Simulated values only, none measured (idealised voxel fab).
process module | voxel self aligned vias
cross-section cut | 275 nm wide | cells 5 nm
A cross-section is a grid of square cells, given in bands from the top down. A band is one or more rows of cells.
Each band's line starts with the height of the band's top and of its bottom, in nm. Then come its materials from left to right, each with its width in nm. One material with "throughout" fills the band from edge to edge. "air" is empty space.
Height 0 is the level under which the wafer as received is all one material. The lowest band goes on downwards, as in "0 down".
A width such as "30 to 40" changes by the same amount from each row of cells to the next, from the band's top row to its bottom row.
"no change" after a step means that no cell of the cross-section changed.
closed voids: empty space of 8 cells or more with no open way to the top, each as width x height at its distance from the left edge, in nm
after a step's settings: what the simulator itself notes on the step
overlay nm, on a step with a mask: how far to the right of its planned place the mask lay; to the left if negative
plan
1 op RECEIVE | material Si
2 op CONFORMAL_DEP | material SiO2 | thk nm 10
3 op CONFORMAL_DEP | material SiCN | thk nm 5
4 op DIRECTIONAL_DEP | material SiO2 | thk nm 20
5 op PATTERN | tone open | mask id LINES | material resist | width nm 20 | pitch nm 65 | thk nm 15 | overlay nm 0
6 op DIRECTIONAL_ETCH | etch materials SiO2 | depth nm 20
7 op STRIP | etch materials resist
8 op CONFORMAL_DEP | material TiN | thk nm 5
9 op FILL_DEP | material W | thk nm 5
10 op CMP | height nm 35
11 op SELECTIVE_ETCH | etch materials W Ru TiN | depth nm 10
12 op FILL_DEP | material SiN | thk nm 5
13 op CMP | height nm 35
14 op DIRECTIONAL_DEP | material SiO2 | thk nm 15
15 op MASKED_ETCH | tone open | mask id VIAS | width nm 40 | pitch nm 65 | etch materials SiO2 | depth nm 15 | overlay nm 0
16 op MASKED_ETCH | tone open | mask id VIAS | width nm 40 | pitch nm 65 | etch materials SiN | depth nm 10 | overlay nm 0
17 op CONFORMAL_DEP | material TiN | thk nm 5
18 op FILL_DEP | material Ru | thk nm 10
19 op CMP | height nm 50
20 op CONFORMAL_DEP | material SiN | thk nm 5
first wafer, as planned
as received, after step 1
  0 down: Si throughout
  closed voids: none
after step 2
  10 to 0: SiO2 throughout
  below 0: unchanged
after step 3
  15 to 10: SiCN throughout
  below 10: unchanged
after step 4
  35 to 15: SiO2 throughout
  below 15: unchanged
after step 5
  50 to 35: resist 60 | air 20 | resist 45 | air 20 | resist 45 | air 20 | resist 65
  below 35: unchanged
after step 6
  50 to 35: resist 60 | air 20 | resist 45 | air 20 | resist 45 | air 20 | resist 65
  35 to 15: SiO2 60 | air 20 | SiO2 45 | air 20 | SiO2 45 | air 20 | SiO2 65
  below 15: unchanged
after step 7
  35 to 15: SiO2 60 | air 20 | SiO2 45 | air 20 | SiO2 45 | air 20 | SiO2 65
  below 15: unchanged
after step 8
  40 to 35: TiN 65 | air 10 | TiN 55 | air 10 | TiN 55 | air 10 | TiN 70
  35 to 20: SiO2 60 | TiN 5 | air 10 | TiN 5 | SiO2 45 | TiN 5 | air 10 | TiN 5 | SiO2 45 | TiN 5 | air 10 | TiN 5 | SiO2 65
  20 to 15: SiO2 60 | TiN 20 | SiO2 45 | TiN 20 | SiO2 45 | TiN 20 | SiO2 65
  below 15: unchanged
after step 9
  45 to 40: W throughout
  40 to 35: TiN 65 | W 10 | TiN 55 | W 10 | TiN 55 | W 10 | TiN 70
  35 to 20: SiO2 60 | TiN 5 | W 10 | TiN 5 | SiO2 45 | TiN 5 | W 10 | TiN 5 | SiO2 45 | TiN 5 | W 10 | TiN 5 | SiO2 65
  below 20: unchanged
after step 10
  35 to 20: SiO2 60 | TiN 5 | W 10 | TiN 5 | SiO2 45 | TiN 5 | W 10 | TiN 5 | SiO2 45 | TiN 5 | W 10 | TiN 5 | SiO2 65
  below 20: unchanged
after step 11
  35 to 25: SiO2 60 | air 20 | SiO2 45 | air 20 | SiO2 45 | air 20 | SiO2 65
  below 25: unchanged
after step 12
  40 to 35: SiN throughout
  35 to 25: SiO2 60 | SiN 20 | SiO2 45 | SiN 20 | SiO2 45 | SiN 20 | SiO2 65
  below 25: unchanged
after step 13
  35 to 25: SiO2 60 | SiN 20 | SiO2 45 | SiN 20 | SiO2 45 | SiN 20 | SiO2 65
  below 25: unchanged
after step 14
  50 to 35: SiO2 throughout
  below 35: unchanged
after step 15
  50 to 35: SiO2 50 | air 40 | SiO2 25 | air 40 | SiO2 25 | air 40 | SiO2 55
  below 35: unchanged
after step 16
  50 to 35: SiO2 50 | air 40 | SiO2 25 | air 40 | SiO2 25 | air 40 | SiO2 55
  35 to 25: SiO2 60 | air 20 | SiO2 45 | air 20 | SiO2 45 | air 20 | SiO2 65
  below 25: unchanged
after step 17
  55 to 50: TiN 55 | air 30 | TiN 35 | air 30 | TiN 35 | air 30 | TiN 60
  50 to 40: SiO2 50 | TiN 5 | air 30 | TiN 5 | SiO2 25 | TiN 5 | air 30 | TiN 5 | SiO2 25 | TiN 5 | air 30 | TiN 5 | SiO2 55
  40 to 30: SiO2 50 to 60 | TiN 15 to 5 | air 10 | TiN 15 to 5 | SiO2 25 to 45 | TiN 15 to 5 | air 10 | TiN 15 to 5 | SiO2 25 to 45 | TiN 15 to 5 | air 10 | TiN 15 to 5 | SiO2 55 to 65
  30 to 25: SiO2 60 | TiN 20 | SiO2 45 | TiN 20 | SiO2 45 | TiN 20 | SiO2 65
  below 25: unchanged
after step 18
  65 to 55: Ru throughout
  55 to 50: TiN 55 | Ru 30 | TiN 35 | Ru 30 | TiN 35 | Ru 30 | TiN 60
  50 to 40: SiO2 50 | TiN 5 | Ru 30 | TiN 5 | SiO2 25 | TiN 5 | Ru 30 | TiN 5 | SiO2 25 | TiN 5 | Ru 30 | TiN 5 | SiO2 55
  40 to 30: SiO2 50 to 60 | TiN 15 to 5 | Ru 10 | TiN 15 to 5 | SiO2 25 to 45 | TiN 15 to 5 | Ru 10 | TiN 15 to 5 | SiO2 25 to 45 | TiN 15 to 5 | Ru 10 | TiN 15 to 5 | SiO2 55 to 65
  below 30: unchanged
after step 19
  50 to 40: SiO2 50 | TiN 5 | Ru 30 | TiN 5 | SiO2 25 | TiN 5 | Ru 30 | TiN 5 | SiO2 25 | TiN 5 | Ru 30 | TiN 5 | SiO2 55
  below 40: unchanged
after step 20
  55 to 50: SiN throughout
  below 50: unchanged
second wafer: like start, like plan, one mistake. Through step 2 it matches the first wafer
when step 3 should have ended: no change
when step 4 should have ended
  30 to 0: SiO2 throughout
  below 0: unchanged
when step 5 should have ended
  45 to 30: resist 60 | air 20 | resist 45 | air 20 | resist 45 | air 20 | resist 65
  below 30: unchanged
when step 6 should have ended
  45 to 30: resist 60 | air 20 | resist 45 | air 20 | resist 45 | air 20 | resist 65
  30 to 10: SiO2 60 | air 20 | SiO2 45 | air 20 | SiO2 45 | air 20 | SiO2 65
  below 10: unchanged
when step 7 should have ended
  30 to 10: SiO2 60 | air 20 | SiO2 45 | air 20 | SiO2 45 | air 20 | SiO2 65
  below 10: unchanged
when step 8 should have ended
  35 to 30: TiN 65 | air 10 | TiN 55 | air 10 | TiN 55 | air 10 | TiN 70
  30 to 15: SiO2 60 | TiN 5 | air 10 | TiN 5 | SiO2 45 | TiN 5 | air 10 | TiN 5 | SiO2 45 | TiN 5 | air 10 | TiN 5 | SiO2 65
  15 to 10: SiO2 60 | TiN 20 | SiO2 45 | TiN 20 | SiO2 45 | TiN 20 | SiO2 65
  below 10: unchanged
when step 9 should have ended
  40 to 35: W throughout
  35 to 30: TiN 65 | W 10 | TiN 55 | W 10 | TiN 55 | W 10 | TiN 70
  30 to 15: SiO2 60 | TiN 5 | W 10 | TiN 5 | SiO2 45 | TiN 5 | W 10 | TiN 5 | SiO2 45 | TiN 5 | W 10 | TiN 5 | SiO2 65
  below 15: unchanged
when step 10 should have ended
  35 to 30: TiN 65 | W 10 | TiN 55 | W 10 | TiN 55 | W 10 | TiN 70
  below 30: unchanged
when step 11 should have ended
  30 to 25: SiO2 60 | air 20 | SiO2 45 | air 20 | SiO2 45 | air 20 | SiO2 65
  below 25: unchanged
when step 12 should have ended
  35 to 30: SiN throughout
  30 to 25: SiO2 60 | SiN 20 | SiO2 45 | SiN 20 | SiO2 45 | SiN 20 | SiO2 65
  below 25: unchanged
when step 13 should have ended: no change
when step 14 should have ended
  50 to 35: SiO2 throughout
  below 35: unchanged
when step 15 should have ended
  50 to 35: SiO2 50 | air 40 | SiO2 25 | air 40 | SiO2 25 | air 40 | SiO2 55
  below 35: unchanged
when step 16 should have ended
  50 to 35: SiO2 50 | air 40 | SiO2 25 | air 40 | SiO2 25 | air 40 | SiO2 55
  35 to 30: SiN 50 | air 40 | SiN 25 | air 40 | SiN 25 | air 40 | SiN 55
  30 to 25: SiO2 60 | air 20 | SiO2 45 | air 20 | SiO2 45 | air 20 | SiO2 65
  below 25: unchanged
when step 17 should have ended
  55 to 50: TiN 55 | air 30 | TiN 35 | air 30 | TiN 35 | air 30 | TiN 60
  50 to 35: SiO2 50 | TiN 5 | air 30 | TiN 5 | SiO2 25 | TiN 5 | air 30 | TiN 5 | SiO2 25 | TiN 5 | air 30 | TiN 5 | SiO2 55
  35 to 30: SiN 50 | TiN 15 | air 10 | TiN 15 | SiN 25 | TiN 15 | air 10 | TiN 15 | SiN 25 | TiN 15 | air 10 | TiN 15 | SiN 55
  30 to 25: SiO2 60 | TiN 20 | SiO2 45 | TiN 20 | SiO2 45 | TiN 20 | SiO2 65
  below 25: unchanged
when step 18 should have ended
  65 to 55: Ru throughout
  55 to 50: TiN 55 | Ru 30 | TiN 35 | Ru 30 | TiN 35 | Ru 30 | TiN 60
  50 to 35: SiO2 50 | TiN 5 | Ru 30 | TiN 5 | SiO2 25 | TiN 5 | Ru 30 | TiN 5 | SiO2 25 | TiN 5 | Ru 30 | TiN 5 | SiO2 55
  35 to 30: SiN 50 | TiN 15 | Ru 10 | TiN 15 | SiN 25 | TiN 15 | Ru 10 | TiN 15 | SiN 25 | TiN 15 | Ru 10 | TiN 15 | SiN 55
  below 30: unchanged
when step 19 should have ended
  50 to 35: SiO2 50 | TiN 5 | Ru 30 | TiN 5 | SiO2 25 | TiN 5 | Ru 30 | TiN 5 | SiO2 25 | TiN 5 | Ru 30 | TiN 5 | SiO2 55
  below 35: unchanged
when step 20 should have ended
  55 to 50: SiN throughout
  below 50: unchanged
what went wrong: step 3 was left out
at the end the second wafer has, in cells: 12 more of Ru | 55 fewer of SiCN | 31 more of SiN | 6 more of TiN | 6 more of W
